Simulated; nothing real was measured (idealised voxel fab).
Name of the process module below: voxel self aligned contacts
cross-section cut | 160 nm wide | cells 5 nm
A cross-section is a grid of square cells, given in bands from the top down. A band is one or more rows of cells.
Top, bottom (nm), then materials left to right with widths (nm); lone material tagged "all across" fills the whole band edge to edge; "blank" = empty space.
The reference from which all heights are counted is 0, the level beneath which the as-received wafer is entirely one material; the lowest band, having no lower bound, proceeds downward and is written after the example "top 0, no bottom".
You'd read "30 to 40" like this: the band's top row of cells is as wide as the first number, its bottom row is as wide as the second, and going down, every row changes width by the same amount as the row before did.
Where a step carries "all unchanged", the cross-section came out of it unchanged, cell for cell.
This entry, "Catalogued sealed voids", enumerates those empty regions of no fewer than 8 cells that possess no open connection to the top. Each region is reported in the form width x height at distance, the distance being taken from the left edge, with all three quantities expressed in nm.
after a step's settings: what the simulator itself notes on the step
overlay nm: mask offset rightward from planned place, masked step; negative means leftward offset.

The process steps that were planned are listed below
step 1: RECEIVE [material Si]
step 2: CONFORMAL_DEP [material SiO2] [thk nm 5]
step 3: DIRECTIONAL_DEP [material polySi] [thk nm 20]
step 4: DIRECTIONAL_DEP [material SiN] [thk nm 15]
step 5: DIRECTIONAL_DEP [material aC] [thk nm 15]
step 6: PATTERN [tone cover] [mask id GATE] [material resist] [width nm 30] [pitch nm 65] [thk nm 30] [overlay nm 0]
step 7: DIRECTIONAL_ETCH [etch materials aC] [depth nm 15]
step 8: STRIP [etch materials resist]
step 9: DIRECTIONAL_ETCH [etch materials SiN] [depth nm 15]
step 10: DIRECTIONAL_ETCH [etch materials polySi] [depth nm 20]
step 11: STRIP [etch materials aC]
step 12: CONFORMAL_DEP [material SiN] [thk nm 5]
step 13: DIRECTIONAL_ETCH [etch materials SiN] [depth nm 5]
step 14: FILL_DEP [material SiO2] [thk nm 15]
step 15: CMP [height nm 45]
step 16: DIRECTIONAL_DEP [material aC] [thk nm 15]
step 17: PATTERN [tone open] [mask id CONTACT] [material resist] [width nm 45] [thk nm 30] [overlay nm 0]
step 18: DIRECTIONAL_ETCH [etch materials aC] [depth nm 15]
step 19: STRIP [etch materials resist]
step 20: DIRECTIONAL_ETCH [etch materials SiO2] [depth nm 45]
step 21: STRIP [etch materials aC]
step 22: CONFORMAL_DEP [material TiN] [thk nm 5]
step 23: FILL_DEP [material W] [thk nm 10]
step 24: CMP [height nm 45]
step 25: CONFORMAL_DEP [material SiCN] [thk nm 5]

First of two wafers - as planned

Wafer cross-section on receipt, i.e. after step 1
  top 0, no bottom | Si all across
  Catalogued sealed voids: none

Presented here is a cross-section of the wafer after step 2 has been performed
  top 5, bottom 0 | SiO2 all across
  No changes below 0.

Presented here is a cross-section of the wafer after step 3 has been performed
  top 25, bottom 5 | polySi all across
  No changes below 5.

Presented here is a cross-section of the wafer after step 4 has been performed
  top 40, bottom 25 | SiN all across
  No changes below 25.

Presented here is a cross-section of the wafer after step 5 has been performed
  top 55, bottom 40 | aC all across
  No changes below 40.

Presented here is a cross-section of the wafer after step 6 has been performed
  top 85, bottom 55 | 30 nm blank  30 nm resist  35 nm blank  30 nm resist  35 nm blank
  No changes below 55.

Presented here is a cross-section of the wafer after step 7 has been performed
  top 70, bottom 55 | 30 nm blank  30 nm resist  35 nm blank  30 nm resist  35 nm blank
  top 55, bottom 40 | 30 nm blank  30 nm aC  35 nm blank  30 nm aC  35 nm blank
  No changes below 40.

Presented here is a cross-section of the wafer after step 8 has been performed
  top 55, bottom 40 | 30 nm blank  30 nm aC  35 nm blank  30 nm aC  35 nm blank
  No changes below 40.

Presented here is a cross-section of the wafer after step 9 has been performed
  top 55, bottom 40 | 30 nm blank  30 nm aC  35 nm blank  30 nm aC  35 nm blank
  top 40, bottom 25 | 30 nm blank  30 nm SiN  35 nm blank  30 nm SiN  35 nm blank
  No changes below 25.

Presented here is a cross-section of the wafer after step 10 has been performed
  top 55, bottom 40 | 30 nm blank  30 nm aC  35 nm blank  30 nm aC  35 nm blank
  top 40, bottom 25 | 30 nm blank  30 nm SiN  35 nm blank  30 nm SiN  35 nm blank
  top 25, bottom 5 | 30 nm blank  30 nm polySi  35 nm blank  30 nm polySi  35 nm blank
  No changes below 5.

Presented here is a cross-section of the wafer after step 11 has been performed
  top 40, bottom 25 | 30 nm blank  30 nm SiN  35 nm blank  30 nm SiN  35 nm blank
  No changes below 25.

Presented here is a cross-section of the wafer after step 12 has been performed
  top 45, bottom 25 | 25 nm blank  40 nm SiN  25 nm blank  40 nm SiN  30 nm blank
  top 25, bottom 10 | 25 nm blank  5 nm SiN  30 nm polySi  5 nm SiN  25 nm blank  5 nm SiN  30 nm polySi  5 nm SiN  30 nm blank
  top 10, bottom 5 | 30 nm SiN  30 nm polySi  35 nm SiN  30 nm polySi  35 nm SiN
  No changes below 5.

Presented here is a cross-section of the wafer after step 13 has been performed
  top 40, bottom 25 | 25 nm blank  40 nm SiN  25 nm blank  40 nm SiN  30 nm blank
  top 25, bottom 5 | 25 nm blank  5 nm SiN  30 nm polySi  5 nm SiN  25 nm blank  5 nm SiN  30 nm polySi  5 nm SiN  30 nm blank
  No changes below 5.

Presented here is a cross-section of the wafer after step 14 has been performed
  top 55, bottom 40 | SiO2 all across
  top 40, bottom 25 | 25 nm SiO2  40 nm SiN  25 nm SiO2  40 nm SiN  30 nm SiO2
  top 25, bottom 5 | 25 nm SiO2  5 nm SiN  30 nm polySi  5 nm SiN  25 nm SiO2  5 nm SiN  30 nm polySi  5 nm SiN  30 nm SiO2
  No changes below 5.

Presented here is a cross-section of the wafer after step 15 has been performed
  top 45, bottom 40 | SiO2 all across
  No changes below 40.

Presented here is a cross-section of the wafer after step 16 has been performed
  top 60, bottom 45 | aC all across
  No changes below 45.

Presented here is a cross-section of the wafer after step 17 has been performed
  top 90, bottom 60 | 55 nm resist  45 nm blank  60 nm resist
  No changes below 60.

Presented here is a cross-section of the wafer after step 18 has been performed
  top 75, bottom 60 | 55 nm resist  45 nm blank  60 nm resist
  top 60, bottom 45 | 55 nm aC  45 nm blank  60 nm aC
  No changes below 45.

Presented here is a cross-section of the wafer after step 19 has been performed
  top 60, bottom 45 | 55 nm aC  45 nm blank  60 nm aC
  No changes below 45.

Presented here is a cross-section of the wafer after step 20 has been performed
  top 60, bottom 45 | 55 nm aC  45 nm blank  60 nm aC
  top 45, bottom 40 | 55 nm SiO2  45 nm blank  60 nm SiO2
  top 40, bottom 25 | 25 nm SiO2  40 nm SiN  25 nm blank  40 nm SiN  30 nm SiO2
  top 25, bottom 5 | 25 nm SiO2  5 nm SiN  30 nm polySi  5 nm SiN  25 nm blank  5 nm SiN  30 nm polySi  5 nm SiN  30 nm SiO2
  top 5, bottom 0 | 65 nm SiO2  25 nm blank  70 nm SiO2
  No changes below 0.

Presented here is a cross-section of the wafer after step 21 has been performed
  top 45, bottom 40 | 55 nm SiO2  45 nm blank  60 nm SiO2
  No changes below 40.

Presented here is a cross-section of the wafer after step 22 has been performed
  top 50, bottom 45 | 60 nm TiN  35 nm blank  65 nm TiN
  top 45, bottom 40 | 55 nm SiO2  15 nm TiN  15 nm blank  15 nm TiN  60 nm SiO2
  top 40, bottom 25 | 25 nm SiO2  40 nm SiN  5 nm TiN  15 nm blank  5 nm TiN  40 nm SiN  30 nm SiO2
  top 25, bottom 5 | 25 nm SiO2  5 nm SiN  30 nm polySi  5 nm SiN  5 nm TiN  15 nm blank  5 nm TiN  5 nm SiN  30 nm polySi  5 nm SiN  30 nm SiO2
  top 5, bottom 0 | 65 nm SiO2  25 nm TiN  70 nm SiO2
  No changes below 0.

Presented here is a cross-section of the wafer after step 23 has been performed
  top 60, bottom 50 | W all across
  top 50, bottom 45 | 60 nm TiN  35 nm W  65 nm TiN
  top 45, bottom 40 | 55 nm SiO2  15 nm TiN  15 nm W  15 nm TiN  60 nm SiO2
  top 40, bottom 25 | 25 nm SiO2  40 nm SiN  5 nm TiN  15 nm W  5 nm TiN  40 nm SiN  30 nm SiO2
  top 25, bottom 5 | 25 nm SiO2  5 nm SiN  30 nm polySi  5 nm SiN  5 nm TiN  15 nm W  5 nm TiN  5 nm SiN  30 nm polySi  5 nm SiN  30 nm SiO2
  No changes below 5.

Presented here is a cross-section of the wafer after step 24 has been performed
  top 45, bottom 40 | 55 nm SiO2  15 nm TiN  15 nm W  15 nm TiN  60 nm SiO2
  No changes below 40.

Presented here is a cross-section of the wafer after step 25 has been performed
  top 50, bottom 45 | SiCN all across
  No changes below 45.

What follows concerns the second wafer, which started out like the first and was meant to follow the very same plan; one mistake crept in when it was run, but everything up to and including step 2 is the same as for the first wafer

Second wafer, cut view, end of step 3 per plan
  top 20, bottom 5 | polySi all across
  No changes below 5.

Second wafer, cut view, end of step 4 per plan
  top 35, bottom 20 | SiN all across
  No changes below 20.

Second wafer, cut view, end of step 5 per plan
  top 50, bottom 35 | aC all across
  No changes below 35.

Second wafer, cut view, end of step 6 per plan
  top 80, bottom 50 | 30 nm blank  30 nm resist  35 nm blank  30 nm resist  35 nm blank
  No changes below 50.

Second wafer, cut view, end of step 7 per plan
  top 65, bottom 50 | 30 nm blank  30 nm resist  35 nm blank  30 nm resist  35 nm blank
  top 50, bottom 35 | 30 nm blank  30 nm aC  35 nm blank  30 nm aC  35 nm blank
  No changes below 35.

Second wafer, cut view, end of step 8 per plan
  top 50, bottom 35 | 30 nm blank  30 nm aC  35 nm blank  30 nm aC  35 nm blank
  No changes below 35.

Second wafer, cut view, end of step 9 per plan
  top 50, bottom 35 | 30 nm blank  30 nm aC  35 nm blank  30 nm aC  35 nm blank
  top 35, bottom 20 | 30 nm blank  30 nm SiN  35 nm blank  30 nm SiN  35 nm blank
  No changes below 20.

Second wafer, cut view, end of step 10 per plan
  top 50, bottom 35 | 30 nm blank  30 nm aC  35 nm blank  30 nm aC  35 nm blank
  top 35, bottom 20 | 30 nm blank  30 nm SiN  35 nm blank  30 nm SiN  35 nm blank
  top 20, bottom 5 | 30 nm blank  30 nm polySi  35 nm blank  30 nm polySi  35 nm blank
  No changes below 5.

Second wafer, cut view, end of step 11 per plan
  top 35, bottom 20 | 30 nm blank  30 nm SiN  35 nm blank  30 nm SiN  35 nm blank
  No changes below 20.

Second wafer, cut view, end of step 12 per plan
  top 40, bottom 20 | 25 nm blank  40 nm SiN  25 nm blank  40 nm SiN  30 nm blank
  top 20, bottom 10 | 25 nm blank  5 nm SiN  30 nm polySi  5 nm SiN  25 nm blank  5 nm SiN  30 nm polySi  5 nm SiN  30 nm blank
  top 10, bottom 5 | 30 nm SiN  30 nm polySi  35 nm SiN  30 nm polySi  35 nm SiN
  No changes below 5.

Second wafer, cut view, end of step 13 per plan
  top 35, bottom 20 | 25 nm blank  40 nm SiN  25 nm blank  40 nm SiN  30 nm blank
  top 20, bottom 5 | 25 nm blank  5 nm SiN  30 nm polySi  5 nm SiN  25 nm blank  5 nm SiN  30 nm polySi  5 nm SiN  30 nm blank
  No changes below 5.

Second wafer, cut view, end of step 14 per plan
  top 50, bottom 35 | SiO2 all across
  top 35, bottom 20 | 25 nm SiO2  40 nm SiN  25 nm SiO2  40 nm SiN  30 nm SiO2
  top 20, bottom 5 | 25 nm SiO2  5 nm SiN  30 nm polySi  5 nm SiN  25 nm SiO2  5 nm SiN  30 nm polySi  5 nm SiN  30 nm SiO2
  No changes below 5.

Second wafer, cut view, end of step 15 per plan
  top 45, bottom 35 | SiO2 all across
  No changes below 35.

Second wafer, cut view, end of step 16 per plan
  top 60, bottom 45 | aC all across
  No changes below 45.

Second wafer, cut view, end of step 17 per plan
  top 90, bottom 60 | 55 nm resist  45 nm blank  60 nm resist
  No changes below 60.

Second wafer, cut view, end of step 18 per plan
  top 75, bottom 60 | 55 nm resist  45 nm blank  60 nm resist
  top 60, bottom 45 | 55 nm aC  45 nm blank  60 nm aC
  No changes below 45.

Second wafer, cut view, end of step 19 per plan
  top 60, bottom 45 | 55 nm aC  45 nm blank  60 nm aC
  No changes below 45.

Second wafer, cut view, end of step 20 per plan
  top 60, bottom 45 | 55 nm aC  45 nm blank  60 nm aC
  top 45, bottom 35 | 55 nm SiO2  45 nm blank  60 nm SiO2
  top 35, bottom 20 | 25 nm SiO2  40 nm SiN  25 nm blank  40 nm SiN  30 nm SiO2
  top 20, bottom 5 | 25 nm SiO2  5 nm SiN  30 nm polySi  5 nm SiN  25 nm blank  5 nm SiN  30 nm polySi  5 nm SiN  30 nm SiO2
  top 5, bottom 0 | 65 nm SiO2  25 nm blank  70 nm SiO2
  No changes below 0.

Second wafer, cut view, end of step 21 per plan
  top 45, bottom 35 | 55 nm SiO2  45 nm blank  60 nm SiO2
  No changes below 35.

Second wafer, cut view, end of step 22 per plan
  top 50, bottom 45 | 60 nm TiN  35 nm blank  65 nm TiN
  top 45, bottom 35 | 55 nm SiO2  5 to 15 nm TiN  35 to 15 nm blank  5 to 15 nm TiN  60 nm SiO2
  top 35, bottom 20 | 25 nm SiO2  40 nm SiN  5 nm TiN  15 nm blank  5 nm TiN  40 nm SiN  30 nm SiO2
  top 20, bottom 5 | 25 nm SiO2  5 nm SiN  30 nm polySi  5 nm SiN  5 nm TiN  15 nm blank  5 nm TiN  5 nm SiN  30 nm polySi  5 nm SiN  30 nm SiO2
  top 5, bottom 0 | 65 nm SiO2  25 nm TiN  70 nm SiO2
  No changes below 0.

Second wafer, cut view, end of step 23 per plan
  top 60, bottom 50 | W all across
  top 50, bottom 45 | 60 nm TiN  35 nm W  65 nm TiN
  top 45, bottom 35 | 55 nm SiO2  5 to 15 nm TiN  35 to 15 nm W  5 to 15 nm TiN  60 nm SiO2
  top 35, bottom 20 | 25 nm SiO2  40 nm SiN  5 nm TiN  15 nm W  5 nm TiN  40 nm SiN  30 nm SiO2
  top 20, bottom 5 | 25 nm SiO2  5 nm SiN  30 nm polySi  5 nm SiN  5 nm TiN  15 nm W  5 nm TiN  5 nm SiN  30 nm polySi  5 nm SiN  30 nm SiO2
  No changes below 5.

Second wafer, cut view, end of step 24 per plan
  top 45, bottom 35 | 55 nm SiO2  5 to 15 nm TiN  35 to 15 nm W  5 to 15 nm TiN  60 nm SiO2
  No changes below 35.

Second wafer, cut view, end of step 25 per plan
  top 50, bottom 45 | SiCN all across
  No changes below 45.
What was the processing mistake? step 3 ran as: DIRECTIONAL_DEP [material polySi] [thk nm 15]
Count the cells at the end and the second wafer has more or fewer of some materials than the first: SiN -4; SiO2 +12; W +4; polySi -12
